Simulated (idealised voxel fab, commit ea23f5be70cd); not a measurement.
Documented hereafter: the process module known as voxel wiring stack.
The width of the displayed cross-section, cut, is 210 nm; its cells are square, with a size of 5 nm.
The cross-sections in this document take the form of a grid made of square cells. They are written out as bands, in order from top to bottom. Each band consists of one or more rows of cells.
A band entry consists of two parts. The first gives the height of the band's top and the height of its bottom, in nm. The rest lists the band's materials from left to right, each with its width in nm. A single material labelled with the word "all across" fills the band from edge to edge, and the word "blank" marks empty space.
Heights are measured from 0, the level below which the as-received wafer is all one material; the lowest band has no bottom and continues downward, written as in "0 and below".
Top row gets the first number, bottom row gets the second, and each row in between changes by the same step: that is how a band width like "30->40" works.
You'll sometimes find "no change occurred" written for a step, and that's the way of saying that nowhere in the cross-section did a cell change during that step.
For the entry "Voids, enclosed", the listed items are empty spaces with no open way to the top whose size is 8 cells or more; each item follows the pattern width x height at distance, where distance is from the left edge and all three are in nm.
Formally, on a step line, whatever follows the settings is a remark that the simulator itself makes on the step.
A step's line can hold "overlay nm"; with a mask on that step, the setting says how far right of the planned place the mask lay, while a negative setting says it lay to the left.
Pairs, read this way: before one process step on the one hand, after it on the other, the after cross-section ending at the lowest band that changed; the step between, settings included, beneath. Same starting wafer throughout, but possibly different runs of this module, so no pair continues from the pair above unless its entry headed "Before processing step" says so.

### Before processing step
150 down to 130: blank=60; resist=30; blank=30; resist=30; blank=60
130 down to 115: blank=60; resist=15; Ru=15; blank=30; Ru=30; blank=60
115 down to 110: blank=60; Ru=30; blank=30; Ru=30; blank=60
110 down to 105: TiN=60; Ru=15; TiN=135
105 down to 95: SiO2=60; Ru=15; SiO2=135
95 down to 90: SiO2=60; TiN=15; SiO2=135
90 down to 75: SiO2 all across
75 down to 70: SiCN all across
70 down to 60: lowk=60; TiN=5; Ru=20; TiN=5; lowk=30; TiN=5; Ru=20; TiN=5; lowk=60
60 down to 55: lowk=60; TiN=5; Ru=5; TiN=20; lowk=30; TiN=5; Ru=5; TiN=20; lowk=60
55 down to 45: lowk=60; TiN=5; Ru=5; TiN=5; lowk=45; TiN=5; Ru=5; TiN=5; lowk=75
45 down to 40: SiCN=60; TiN=15; SiCN=45; TiN=15; SiCN=75
40 down to 15: SiO2=60; TiN=5; Cu=20; TiN=5; SiO2=30; TiN=5; Cu=20; TiN=5; SiO2=60
15 down to 10: SiCN=60; TiN=30; SiCN=30; TiN=30; SiCN=60
10 down to 0: SiO2 all across
0 and below: Si all across
Voids, enclosed: none

### State After Step
150 down to 130: blank=60; resist=30; blank=30; resist=30; blank=60
130 down to 115: blank=60; resist=15; Ru=15; blank=30; Ru=30; blank=60
115 down to 110: blank=60; Ru=30; blank=30; Ru=30; blank=60
110 down to 105: blank=60; Ru=15; TiN=15; blank=30; TiN=30; blank=60
No changes below 105.
Voids, enclosed: none
Process step (between the before and after cross-sections above): DIRECTIONAL_ETCH,etch materials TiN,depth nm 5

Before processing step: It is represented by the cross-section appearing after the step of the pair directly above.

### State After Step
130 down to 115: blank=75; Ru=15; blank=30; Ru=30; blank=60
No changes below 115.
Voids, enclosed: none
Process step (between the before and after cross-sections above): STRIP,etch materials resist

Before processing step: It is represented by the cross-section appearing after the step of the pair directly above.

### State After Step
135 down to 130: blank=70; SiCN=25; blank=20; SiCN=40; blank=55
130 down to 120: blank=70; SiCN=5; Ru=15; SiCN=5; blank=20; SiCN=5; Ru=30; SiCN=5; blank=55
120 down to 110: blank=55; SiCN=20->5; Ru=15->30; SiCN=5; blank=20; SiCN=5; Ru=30; SiCN=5; blank=55
110 down to 105: SiCN=60; Ru=15; TiN=15; SiCN=30; TiN=30; SiCN=60
No changes below 105.
Voids, enclosed: none
Process step (between the before and after cross-sections above): CONFORMAL_DEP,material SiCN,thk nm 5

Before processing step: It is represented by the cross-section appearing after the step of the pair directly above.

### State After Step
145 down to 135: SiO2 all across
135 down to 130: SiO2=70; SiCN=25; SiO2=20; SiCN=40; SiO2=55
130 down to 120: SiO2=70; SiCN=5; Ru=15; SiCN=5; SiO2=20; SiCN=5; Ru=30; SiCN=5; SiO2=55
120 down to 110: SiO2=55; SiCN=20->5; Ru=15->30; SiCN=5; SiO2=20; SiCN=5; Ru=30; SiCN=5; SiO2=55
No changes below 110.
Voids, enclosed: none
Process step (between the before and after cross-sections above): FILL_DEP,material SiO2,thk nm 10

Before processing step: It is represented by the cross-section appearing after the step of the pair directly above.

### State After Step
115 down to 110: SiO2=55; SiCN=5; Ru=30; SiCN=5; SiO2=20; SiCN=5; Ru=30; SiCN=5; SiO2=55
No changes below 110.
Voids, enclosed: none
Process step (between the before and after cross-sections above): CMP,height nm 115

Before processing step: It is represented by the cross-section appearing after the step of the pair directly above.

### State After Step
120 down to 115: SiCN all across
No changes below 115.
Voids, enclosed: none
Process step (between the before and after cross-sections above): CONFORMAL_DEP,material SiCN,thk nm 5

Before processing step: It is represented by the cross-section appearing after the step of the pair directly above.

### State After Step
150 down to 120: SiO2 all across
No changes below 120.
Voids, enclosed: none
Process step (between the before and after cross-sections above): DIRECTIONAL_DEP,material SiO2,thk nm 30

Before processing step: It is represented by the cross-section appearing after the step of the pair directly above.

### State After Step
165 down to 150: resist=60; blank=15; resist=45; blank=15; resist=75
No changes below 150.
Voids, enclosed: none
Process step (between the before and after cross-sections above): PATTERN,tone open,mask id METAL_4_HOLES,material resist,width nm 15,pitch nm 60,thk nm 15,overlay nm 0

Before processing step: It is represented by the cross-section appearing after the step of the pair directly above.

### State After Step
165 down to 150: resist=60; blank=15; resist=45; blank=15; resist=75
150 down to 120: SiO2=60; blank=15; SiO2=45; blank=15; SiO2=75
No changes below 120.
Voids, enclosed: none
Process step (between the before and after cross-sections above): DIRECTIONAL_ETCH,etch materials SiO2,depth nm 30

Before processing step: It is represented by the cross-section appearing after the step of the pair directly above.

### State After Step
150 down to 120: SiO2=60; blank=15; SiO2=45; blank=15; SiO2=75
No changes below 120.
Voids, enclosed: none
Process step (between the before and after cross-sections above): STRIP,etch materials resist

Before processing step: It is represented by the cross-section appearing after the step of the pair directly above.

### State After Step
150 down to 135: SiO2=60; blank=30; SiO2=30; blank=30; SiO2=60
No changes below 135.
Voids, enclosed: none
Process step (between the before and after cross-sections above): MASKED_ETCH,tone open,mask id METAL_4,width nm 30,pitch nm 60,etch materials SiO2,depth nm 15,overlay nm 0

Before processing step: It is represented by the cross-section appearing after the step of the pair directly above.

### State After Step
150 down to 135: SiO2=60; blank=30; SiO2=30; blank=30; SiO2=60
135 down to 120: SiO2=60; blank=15; SiO2=45; blank=15; SiO2=75
120 down to 115: SiCN=60; blank=15; SiCN=45; blank=15; SiCN=75
No changes below 115.
Voids, enclosed: none
Process step (between the before and after cross-sections above): MASKED_ETCH,tone open,mask id METAL_4,width nm 30,pitch nm 60,etch materials SiCN,depth nm 5,overlay nm 0

Before processing step: It is represented by the cross-section appearing after the step of the pair directly above.

### State After Step
155 down to 150: TiN=65; blank=20; TiN=40; blank=20; TiN=65
150 down to 140: SiO2=60; TiN=5; blank=20; TiN=5; SiO2=30; TiN=5; blank=20; TiN=5; SiO2=60
140 down to 135: SiO2=60; TiN=5; blank=5; TiN=20; SiO2=30; TiN=5; blank=5; TiN=20; SiO2=60
135 down to 120: SiO2=60; TiN=5; blank=5; TiN=5; SiO2=45; TiN=5; blank=5; TiN=5; SiO2=75
120 down to 115: SiCN=60; TiN=15; SiCN=45; TiN=15; SiCN=75
No changes below 115.
Voids, enclosed: none
Process step (between the before and after cross-sections above): CONFORMAL_DEP,material TiN,thk nm 5

Before processing step: It is represented by the cross-section appearing after the step of the pair directly above.

### State After Step
165 down to 155: Cu all across
155 down to 150: TiN=65; Cu=20; TiN=40; Cu=20; TiN=65
150 down to 140: SiO2=60; TiN=5; Cu=20; TiN=5; SiO2=30; TiN=5; Cu=20; TiN=5; SiO2=60
140 down to 135: SiO2=60; TiN=5; Cu=5; TiN=20; SiO2=30; TiN=5; Cu=5; TiN=20; SiO2=60
135 down to 120: SiO2=60; TiN=5; Cu=5; TiN=5; SiO2=45; TiN=5; Cu=5; TiN=5; SiO2=75
No changes below 120.
Voids, enclosed: none
Process step (between the before and after cross-sections above): FILL_DEP,material Cu,thk nm 10

Before processing step: It is represented by the cross-section appearing after the step of the pair directly above.

### State After Step
150 down to 140: SiO2=60; TiN=5; Cu=20; TiN=5; SiO2=30; TiN=5; Cu=20; TiN=5; SiO2=60
No changes below 140.
Voids, enclosed: none
Process step (between the before and after cross-sections above): CMP,height nm 150

Before processing step: It is represented by the cross-section appearing after the step of the pair directly above.

### State After Step
155 down to 150: SiCN all across
No changes below 150.
Voids, enclosed: none
Process step (between the before and after cross-sections above): CONFORMAL_DEP,material SiCN,thk nm 5

### Before processing step
10 down to 0: SiO2 all across
0 and below: Si all across
Voids, enclosed: none

### State After Step
35 down to 0: SiO2 all across
No changes below 0.
Voids, enclosed: none
Process step (between the before and after cross-sections above): DIRECTIONAL_DEP,material SiO2,thk nm 25

Before processing step: It is represented by the cross-section appearing after the step of the pair directly above.

### State After Step
40 down to 35: SiCN all across
No changes below 35.
Voids, enclosed: none
Process step (between the before and after cross-sections above): CONFORMAL_DEP,material SiCN,thk nm 5

Before processing step: It is represented by the cross-section appearing after the step of the pair directly above.

### State After Step
60 down to 40: resist=60; blank=30; resist=30; blank=30; resist=60
No changes below 40.
Voids, enclosed: none
Process step (between the before and after cross-sections above): PATTERN,tone open,mask id METAL_1,material resist,width nm 30,pitch nm 60,thk nm 20,overlay nm 0

Before processing step: It is represented by the cross-section appearing after the step of the pair directly above.

### State After Step
60 down to 40: resist=60; blank=30; resist=30; blank=30; resist=60
40 down to 35: SiCN=60; blank=30; SiCN=30; blank=30; SiCN=60
No changes below 35.
Voids, enclosed: none
Process step (between the before and after cross-sections above): DIRECTIONAL_ETCH,etch materials SiCN,depth nm 5

Before processing step: It is represented by the cross-section appearing after the step of the pair directly above.

### State After Step
40 down to 35: SiCN=60; blank=30; SiCN=30; blank=30; SiCN=60
No changes below 35.
Voids, enclosed: none
Process step (between the before and after cross-sections above): STRIP,etch materials resist

Before processing step: It is represented by the cross-section appearing after the step of the pair directly above.

### State After Step
45 down to 40: TiN=65; blank=20; TiN=40; blank=20; TiN=65
40 down to 35: SiCN=60; TiN=30; SiCN=30; TiN=30; SiCN=60
No changes below 35.
Voids, enclosed: none
Process step (between the before and after cross-sections above): CONFORMAL_DEP,material TiN,thk nm 5

Before processing step: It is represented by the cross-section appearing after the step of the pair directly above.

### State After Step
50 down to 45: Cu all across
45 down to 40: TiN=65; Cu=20; TiN=40; Cu=20; TiN=65
No changes below 40.
Voids, enclosed: none
Process step (between the before and after cross-sections above): FILL_DEP,material Cu,thk nm 5

Before processing step: It is represented by the cross-section appearing after the step of the pair directly above.

### State After Step
40 down to 35: SiCN=60; TiN=30; SiCN=30; TiN=30; SiCN=60
No changes below 35.
Voids, enclosed: none
Process step (between the before and after cross-sections above): CMP,height nm 40

Before processing step: It is represented by the cross-section appearing after the step of the pair directly above.

### State After Step
45 down to 40: SiCN all across
No changes below 40.
Voids, enclosed: none
Process step (between the before and after cross-sections above): CONFORMAL_DEP,material SiCN,thk nm 5

Before processing step: It is represented by the cross-section appearing after the step of the pair directly above.

### State After Step
70 down to 45: lowk all across
No changes below 45.
Voids, enclosed: none
Process step (between the before and after cross-sections above): DIRECTIONAL_DEP,material lowk,thk nm 25

Before processing step: It is represented by the cross-section appearing after the step of the pair directly above.

### State After Step
90 down to 70: resist=60; blank=15; resist=45; blank=15; resist=75
No changes below 70.
Voids, enclosed: none
Process step (between the before and after cross-sections above): PATTERN,tone open,mask id METAL_2_HOLES,material resist,width nm 15,pitch nm 60,thk nm 20,overlay nm 0

Before processing step: It is represented by the cross-section appearing after the step of the pair directly above.

### State After Step
90 down to 70: resist=60; blank=15; resist=45; blank=15; resist=75
70 down to 45: lowk=60; blank=15; lowk=45; blank=15; lowk=75
No changes below 45.
Voids, enclosed: none
Process step (between the before and after cross-sections above): DIRECTIONAL_ETCH,etch materials lowk,depth nm 25

Before processing step: It is represented by the cross-section appearing after the step of the pair directly above.

### State After Step
70 down to 45: lowk=60; blank=15; lowk=45; blank=15; lowk=75
No changes below 45.
Voids, enclosed: none
Process step (between the before and after cross-sections above): STRIP,etch materials resist

Before processing step: It is represented by the cross-section appearing after the step of the pair directly above.

### State After Step
90 down to 70: resist=60; blank=30; resist=30; blank=30; resist=60
No changes below 70.
Voids, enclosed: none
Process step (between the before and after cross-sections above): PATTERN,tone open,mask id METAL_2,material resist,width nm 30,pitch nm 60,thk nm 20,overlay nm 0

Before processing step: It is represented by the cross-section appearing after the step of the pair directly above.

### State After Step
90 down to 70: resist=60; blank=30; resist=30; blank=30; resist=60
70 down to 55: lowk=60; blank=30; lowk=30; blank=30; lowk=60
No changes below 55.
Voids, enclosed: none
Process step (between the before and after cross-sections above): DIRECTIONAL_ETCH,etch materials lowk,depth nm 15

Before processing step: It is represented by the cross-section appearing after the step of the pair directly above.

### State After Step
90 down to 70: resist=60; blank=30; resist=30; blank=30; resist=60
70 down to 55: lowk=60; blank=30; lowk=30; blank=30; lowk=60
55 down to 45: lowk=60; blank=15; lowk=45; blank=15; lowk=75
45 down to 40: SiCN=60; blank=15; SiCN=45; blank=15; SiCN=75
No changes below 40.
Voids, enclosed: none
Process step (between the before and after cross-sections above): DIRECTIONAL_ETCH,etch materials SiCN,depth nm 5

Before processing step: It is represented by the cross-section appearing after the step of the pair directly above.

### State After Step
70 down to 55: lowk=60; blank=30; lowk=30; blank=30; lowk=60
No changes below 55.
Voids, enclosed: none
Process step (between the before and after cross-sections above): STRIP,etch materials resist

Before processing step: It is represented by the cross-section appearing after the step of the pair directly above.

### State After Step
75 down to 70: TiN=65; blank=20; TiN=40; blank=20; TiN=65
70 down to 60: lowk=60; TiN=5; blank=20; TiN=5; lowk=30; TiN=5; blank=20; TiN=5; lowk=60
60 down to 55: lowk=60; TiN=5; blank=5; TiN=20; lowk=30; TiN=5; blank=5; TiN=20; lowk=60
55 down to 45: lowk=60; TiN=5; blank=5; TiN=5; lowk=45; TiN=5; blank=5; TiN=5; lowk=75
45 down to 35: SiCN=60; TiN=15->30; SiCN=45->30; TiN=15->30; SiCN=75->60
No changes below 35.
Voids, enclosed: none
Process step (between the before and after cross-sections above): CONFORMAL_DEP,material TiN,thk nm 5

Before processing step: It is represented by the cross-section appearing after the step of the pair directly above.

### State After Step
85 down to 75: Ru all across
75 down to 70: TiN=65; Ru=20; TiN=40; Ru=20; TiN=65
70 down to 60: lowk=60; TiN=5; Ru=20; TiN=5; lowk=30; TiN=5; Ru=20; TiN=5; lowk=60
60 down to 55: lowk=60; TiN=5; Ru=5; TiN=20; lowk=30; TiN=5; Ru=5; TiN=20; lowk=60
55 down to 45: lowk=60; TiN=5; Ru=5; TiN=5; lowk=45; TiN=5; Ru=5; TiN=5; lowk=75
No changes below 45.
Voids, enclosed: none
Process step (between the before and after cross-sections above): FILL_DEP,material Ru,thk nm 10

Before processing step: It is represented by the cross-section appearing after the step of the pair directly above.

### State After Step
70 down to 60: lowk=60; TiN=5; Ru=20; TiN=5; lowk=30; TiN=5; Ru=20; TiN=5; lowk=60
No changes below 60.
Voids, enclosed: none
Process step (between the before and after cross-sections above): CMP,height nm 70

Before processing step: It is represented by the cross-section appearing after the step of the pair directly above.

### State After Step
75 down to 70: SiCN all across
No changes below 70.
Voids, enclosed: none
Process step (between the before and after cross-sections above): CONFORMAL_DEP,material SiCN,thk nm 5

Before processing step: It is represented by the cross-section appearing after the step of the pair directly above.

### State After Step
90 down to 75: SiO2 all across
No changes below 75.
Voids, enclosed: none
Process step (between the before and after cross-sections above): DIRECTIONAL_DEP,material SiO2,thk nm 15

Before processing step: It is represented by the cross-section appearing after the step of the pair directly above.

### State After Step
105 down to 90: resist=60; blank=15; resist=135
No changes below 90.
Voids, enclosed: none
Process step (between the before and after cross-sections above): PATTERN,tone open,mask id PLUG_2,material resist,width nm 15,thk nm 15,overlay nm 0

Before processing step: It is represented by the cross-section appearing after the step of the pair directly above.

### State After Step
105 down to 90: resist=60; blank=15; resist=135
90 down to 75: SiO2=60; blank=15; SiO2=135
No changes below 75.
Voids, enclosed: none
Process step (between the before and after cross-sections above): DIRECTIONAL_ETCH,etch materials SiO2,depth nm 15

Before processing step: It is represented by the cross-section appearing after the step of the pair directly above.

### State After Step
105 down to 90: resist=60; blank=15; resist=135
90 down to 75: SiO2=60; blank=15; SiO2=135
75 down to 70: SiCN=60; blank=15; SiCN=135
No changes below 70.
Voids, enclosed: none
Process step (between the before and after cross-sections above): DIRECTIONAL_ETCH,etch materials SiCN,depth nm 5

Before processing step: It is represented by the cross-section appearing after the step of the pair directly above.

### State After Step
90 down to 75: SiO2=60; blank=15; SiO2=135
No changes below 75.
Voids, enclosed: none
Process step (between the before and after cross-sections above): STRIP,etch materials resist

Before processing step: It is represented by the cross-section appearing after the step of the pair directly above.

### State After Step
90 down to 80: SiO2=60; blank=15; SiO2=135
80 down to 75: SiO2=60; Ru=15; SiO2=135
75 down to 70: SiCN=60; Ru=15; SiCN=135
No changes below 70.
Voids, enclosed: none
Process step (between the before and after cross-sections above): EPI,material Ru,thk nm 10

Before processing step: It is represented by the cross-section appearing after the step of the pair directly above.

### State After Step
90 down to 75: SiO2=60; Ru=15; SiO2=135
No changes below 75.
Voids, enclosed: none
Process step (between the before and after cross-sections above): EPI,material Ru,thk nm 10

Before processing step: It is represented by the cross-section appearing after the step of the pair directly above.

### State After Step
95 down to 90: TiN all across
No changes below 90.
Voids, enclosed: none
Process step (between the before and after cross-sections above): DIRECTIONAL_DEP,material TiN,thk nm 5

Before processing step: It is represented by the cross-section appearing after the step of the pair directly above.

### State After Step
115 down to 95: Ru all across
No changes below 95.
Voids, enclosed: none
Process step (between the before and after cross-sections above): DIRECTIONAL_DEP,material Ru,thk nm 20

Before processing step: It is represented by the cross-section appearing after the step of the pair directly above.

### State After Step
135 down to 115: blank=60; resist=30; blank=30; resist=30; blank=60
No changes below 115.
Voids, enclosed: none
Process step (between the before and after cross-sections above): PATTERN,tone cover,mask id METAL_3,material resist,width nm 30,pitch nm 60,thk nm 20,overlay nm 0

Before processing step: It is represented by the cross-section appearing after the step of the pair directly above.

### State After Step
135 down to 115: blank=60; resist=30; blank=30; resist=30; blank=60
115 down to 95: blank=60; Ru=30; blank=30; Ru=30; blank=60
No changes below 95.
Voids, enclosed: none
Process step (between the before and after cross-sections above): DIRECTIONAL_ETCH,etch materials Ru,depth nm 20

Before processing step: It is represented by the cross-section appearing after the step of the pair directly above.

### State After Step
135 down to 115: blank=60; resist=30; blank=30; resist=30; blank=60
115 down to 95: blank=60; Ru=30; blank=30; Ru=30; blank=60
95 down to 90: blank=60; TiN=30; blank=30; TiN=30; blank=60
No changes below 90.
Voids, enclosed: none
Process step (between the before and after cross-sections above): DIRECTIONAL_ETCH,etch materials TiN,depth nm 5

Before processing step: It is represented by the cross-section appearing after the step of the pair directly above.

### State After Step
115 down to 95: blank=60; Ru=30; blank=30; Ru=30; blank=60
No changes below 95.
Voids, enclosed: none
Process step (between the before and after cross-sections above): STRIP,etch materials resist

Before processing step: It is represented by the cross-section appearing after the step of the pair directly above.

### State After Step
120 down to 115: blank=55; SiCN=40; blank=20; SiCN=40; blank=55
115 down to 95: blank=55; SiCN=5; Ru=30; SiCN=5; blank=20; SiCN=5; Ru=30; SiCN=5; blank=55
95 down to 90: SiCN=60; TiN=30; SiCN=30; TiN=30; SiCN=60
No changes below 90.
Voids, enclosed: none
Process step (between the before and after cross-sections above): CONFORMAL_DEP,material SiCN,thk nm 5

Before processing step: It is represented by the cross-section appearing after the step of the pair directly above.

### State After Step
130 down to 120: SiO2 all across
120 down to 115: SiO2=55; SiCN=40; SiO2=20; SiCN=40; SiO2=55
115 down to 95: SiO2=55; SiCN=5; Ru=30; SiCN=5; SiO2=20; SiCN=5; Ru=30; SiCN=5; SiO2=55
No changes below 95.
Voids, enclosed: none
Process step (between the before and after cross-sections above): FILL_DEP,material SiO2,thk nm 10

Before processing step: It is represented by the cross-section appearing after the step of the pair directly above.

### State After Step
115 down to 95: SiO2=55; SiCN=5; Ru=30; SiCN=5; SiO2=20; SiCN=5; Ru=30; SiCN=5; SiO2=55
No changes below 95.
Voids, enclosed: none
Process step (between the before and after cross-sections above): CMP,height nm 115

Before processing step: It is represented by the cross-section appearing after the step of the pair directly above.

### State After Step
120 down to 115: SiCN all across
No changes below 115.
Voids, enclosed: none
Process step (between the before and after cross-sections above): CONFORMAL_DEP,material SiCN,thk nm 5

Before processing step: It is represented by the cross-section appearing after the step of the pair directly above.

### State After Step
150 down to 120: SiO2 all across
No changes below 120.
Voids, enclosed: none
Process step (between the before and after cross-sections above): DIRECTIONAL_DEP,material SiO2,thk nm 30

Before processing step: It is represented by the cross-section appearing after the step of the pair directly above.

### State After Step
165 down to 150: resist=60; blank=15; resist=45; blank=15; resist=75
No changes below 150.
Voids, enclosed: none
Process step (between the before and after cross-sections above): PATTERN,tone open,mask id METAL_4_HOLES,material resist,width nm 15,pitch nm 60,thk nm 15,overlay nm 0

Before processing step: It is represented by the cross-section appearing after the step of the pair directly above.

### State After Step
165 down to 150: resist=60; blank=15; resist=45; blank=15; resist=75
150 down to 120: SiO2=60; blank=15; SiO2=45; blank=15; SiO2=75
No changes below 120.
Voids, enclosed: none
Process step (between the before and after cross-sections above): DIRECTIONAL_ETCH,etch materials SiO2,depth nm 30

Before processing step: It is represented by the cross-section appearing after the step of the pair directly above.

### State After Step
150 down to 120: SiO2=60; blank=15; SiO2=45; blank=15; SiO2=75
No changes below 120.
Voids, enclosed: none
Process step (between the before and after cross-sections above): STRIP,etch materials resist

Before processing step: It is represented by the cross-section appearing after the step of the pair directly above.

### State After Step
150 down to 135: SiO2=60; blank=30; SiO2=30; blank=30; SiO2=60
No changes below 135.
Voids, enclosed: none
Process step (between the before and after cross-sections above): MASKED_ETCH,tone open,mask id METAL_4,width nm 30,pitch nm 60,etch materials SiO2,depth nm 15,overlay nm 0

Before processing step: It is represented by the cross-section appearing after the step of the pair directly above.

### State After Step
150 down to 135: SiO2=60; blank=30; SiO2=30; blank=30; SiO2=60
135 down to 120: SiO2=60; blank=15; SiO2=45; blank=15; SiO2=75
120 down to 115: SiCN=60; blank=15; SiCN=45; blank=15; SiCN=75
No changes below 115.
Voids, enclosed: none
Process step (between the before and after cross-sections above): MASKED_ETCH,tone open,mask id METAL_4,width nm 30,pitch nm 60,etch materials SiCN,depth nm 5,overlay nm 0

Before processing step: It is represented by the cross-section appearing after the step of the pair directly above.

### State After Step
155 down to 150: TiN=65; blank=20; TiN=40; blank=20; TiN=65
150 down to 140: SiO2=60; TiN=5; blank=20; TiN=5; SiO2=30; TiN=5; blank=20; TiN=5; SiO2=60
140 down to 135: SiO2=60; TiN=5; blank=5; TiN=20; SiO2=30; TiN=5; blank=5; TiN=20; SiO2=60
135 down to 120: SiO2=60; TiN=5; blank=5; TiN=5; SiO2=45; TiN=5; blank=5; TiN=5; SiO2=75
120 down to 115: SiCN=60; TiN=15; SiCN=45; TiN=15; SiCN=75
No changes below 115.
Voids, enclosed: none
Process step (between the before and after cross-sections above): CONFORMAL_DEP,material TiN,thk nm 5

Before processing step: It is represented by the cross-section appearing after the step of the pair directly above.

### State After Step
165 down to 155: Cu all across
155 down to 150: TiN=65; Cu=20; TiN=40; Cu=20; TiN=65
150 down to 140: SiO2=60; TiN=5; Cu=20; TiN=5; SiO2=30; TiN=5; Cu=20; TiN=5; SiO2=60
140 down to 135: SiO2=60; TiN=5; Cu=5; TiN=20; SiO2=30; TiN=5; Cu=5; TiN=20; SiO2=60
135 down to 120: SiO2=60; TiN=5; Cu=5; TiN=5; SiO2=45; TiN=5; Cu=5; TiN=5; SiO2=75
No changes below 120.
Voids, enclosed: none
Process step (between the before and after cross-sections above): FILL_DEP,material Cu,thk nm 10

Before processing step: It is represented by the cross-section appearing after the step of the pair directly above.

### State After Step
150 down to 140: SiO2=60; TiN=5; Cu=20; TiN=5; SiO2=30; TiN=5; Cu=20; TiN=5; SiO2=60
No changes below 140.
Voids, enclosed: none
Process step (between the before and after cross-sections above): CMP,height nm 150

Before processing step: It is represented by the cross-section appearing after the step of the pair directly above.

### State After Step
155 down to 150: SiCN all across
No changes below 150.
Voids, enclosed: none
Process step (between the before and after cross-sections above): CONFORMAL_DEP,material SiCN,thk nm 5

### Before processing step
90 down to 75: SiO2=60; Ru=15; SiO2=135
75 down to 70: SiCN=60; Ru=15; SiCN=135
70 down to 60: lowk=60; TiN=5; Ru=20; TiN=5; lowk=30; TiN=5; Ru=20; TiN=5; lowk=60
60 down to 55: lowk=60; TiN=5; Ru=5; TiN=20; lowk=30; TiN=5; Ru=5; TiN=20; lowk=60
55 down to 45: lowk=60; TiN=5; Ru=5; TiN=5; lowk=45; TiN=5; Ru=5; TiN=5; lowk=75
45 down to 40: SiCN=60; TiN=15; SiCN=45; TiN=15; SiCN=75
40 down to 15: SiO2=60; TiN=5; Cu=20; TiN=5; SiO2=30; TiN=5; Cu=20; TiN=5; SiO2=60
15 down to 10: SiCN=60; TiN=30; SiCN=30; TiN=30; SiCN=60
10 down to 0: SiO2 all across
0 and below: Si all across
Voids, enclosed: none

### State After Step
105 down to 90: TiN all across
No changes below 90.
Voids, enclosed: none
Process step (between the before and after cross-sections above): DIRECTIONAL_DEP,material TiN,thk nm 15

Before processing step: It is represented by the cross-section appearing after the step of the pair directly above.

### State After Step
125 down to 105: Ru all across
No changes below 105.
Voids, enclosed: none
Process step (between the before and after cross-sections above): DIRECTIONAL_DEP,material Ru,thk nm 20

Before processing step: It is represented by the cross-section appearing after the step of the pair directly above.

### State After Step
145 down to 125: blank=60; resist=30; blank=30; resist=30; blank=60
No changes below 125.
Voids, enclosed: none
Process step (between the before and after cross-sections above): PATTERN,tone cover,mask id METAL_3,material resist,width nm 30,pitch nm 60,thk nm 20,overlay nm 0

Before processing step: It is represented by the cross-section appearing after the step of the pair directly above.

### State After Step
145 down to 125: blank=60; resist=30; blank=30; resist=30; blank=60
125 down to 105: blank=60; Ru=30; blank=30; Ru=30; blank=60
No changes below 105.
Voids, enclosed: none
Process step (between the before and after cross-sections above): DIRECTIONAL_ETCH,etch materials Ru,depth nm 20

Before processing step: It is represented by the cross-section appearing after the step of the pair directly above.

### State After Step
145 down to 125: blank=60; resist=30; blank=30; resist=30; blank=60
125 down to 105: blank=60; Ru=30; blank=30; Ru=30; blank=60
105 down to 100: blank=60; TiN=30; blank=30; TiN=30; blank=60
No changes below 100.
Voids, enclosed: none
Process step (between the before and after cross-sections above): DIRECTIONAL_ETCH,etch materials TiN,depth nm 5

Before processing step: It is represented by the cross-section appearing after the step of the pair directly above.

### State After Step
125 down to 105: blank=60; Ru=30; blank=30; Ru=30; blank=60
No changes below 105.
Voids, enclosed: none
Process step (between the before and after cross-sections above): STRIP,etch materials resist

Before processing step: It is represented by the cross-section appearing after the step of the pair directly above.

### State After Step
130 down to 125: blank=55; SiCN=40; blank=20; SiCN=40; blank=55
125 down to 105: blank=55; SiCN=5; Ru=30; SiCN=5; blank=20; SiCN=5; Ru=30; SiCN=5; blank=55
105 down to 100: SiCN=60; TiN=30; SiCN=30; TiN=30; SiCN=60
No changes below 100.
Voids, enclosed: none
Process step (between the before and after cross-sections above): CONFORMAL_DEP,material SiCN,thk nm 5

Before processing step: It is represented by the cross-section appearing after the step of the pair directly above.

### State After Step
140 down to 130: SiO2 all across
130 down to 125: SiO2=55; SiCN=40; SiO2=20; SiCN=40; SiO2=55
125 down to 105: SiO2=55; SiCN=5; Ru=30; SiCN=5; SiO2=20; SiCN=5; Ru=30; SiCN=5; SiO2=55
No changes below 105.
Voids, enclosed: none
Process step (between the before and after cross-sections above): FILL_DEP,material SiO2,thk nm 10

Before processing step: It is represented by the cross-section appearing after the step of the pair directly above.

### State After Step
115 down to 105: SiO2=55; SiCN=5; Ru=30; SiCN=5; SiO2=20; SiCN=5; Ru=30; SiCN=5; SiO2=55
No changes below 105.
Voids, enclosed: none
Process step (between the before and after cross-sections above): CMP,height nm 115

Before processing step: It is represented by the cross-section appearing after the step of the pair directly above.

### State After Step
120 down to 115: SiCN all across
No changes below 115.
Voids, enclosed: none
Process step (between the before and after cross-sections above): CONFORMAL_DEP,material SiCN,thk nm 5

Before processing step: It is represented by the cross-section appearing after the step of the pair directly above.

### State After Step
150 down to 120: SiO2 all across
No changes below 120.
Voids, enclosed: none
Process step (between the before and after cross-sections above): DIRECTIONAL_DEP,material SiO2,thk nm 30

Before processing step: It is represented by the cross-section appearing after the step of the pair directly above.

### State After Step
165 down to 150: resist=60; blank=15; resist=45; blank=15; resist=75
No changes below 150.
Voids, enclosed: none
Process step (between the before and after cross-sections above): PATTERN,tone open,mask id METAL_4_HOLES,material resist,width nm 15,pitch nm 60,thk nm 15,overlay nm 0

Before processing step: It is represented by the cross-section appearing after the step of the pair directly above.

### State After Step
165 down to 150: resist=60; blank=15; resist=45; blank=15; resist=75
150 down to 120: SiO2=60; blank=15; SiO2=45; blank=15; SiO2=75
No changes below 120.
Voids, enclosed: none
Process step (between the before and after cross-sections above): DIRECTIONAL_ETCH,etch materials SiO2,depth nm 30

Before processing step: It is represented by the cross-section appearing after the step of the pair directly above.

### State After Step
150 down to 120: SiO2=60; blank=15; SiO2=45; blank=15; SiO2=75
No changes below 120.
Voids, enclosed: none
Process step (between the before and after cross-sections above): STRIP,etch materials resist

Before processing step: It is represented by the cross-section appearing after the step of the pair directly above.

### State After Step
150 down to 135: SiO2=60; blank=30; SiO2=30; blank=30; SiO2=60
No changes below 135.
Voids, enclosed: none
Process step (between the before and after cross-sections above): MASKED_ETCH,tone open,mask id METAL_4,width nm 30,pitch nm 60,etch materials SiO2,depth nm 15,overlay nm 0
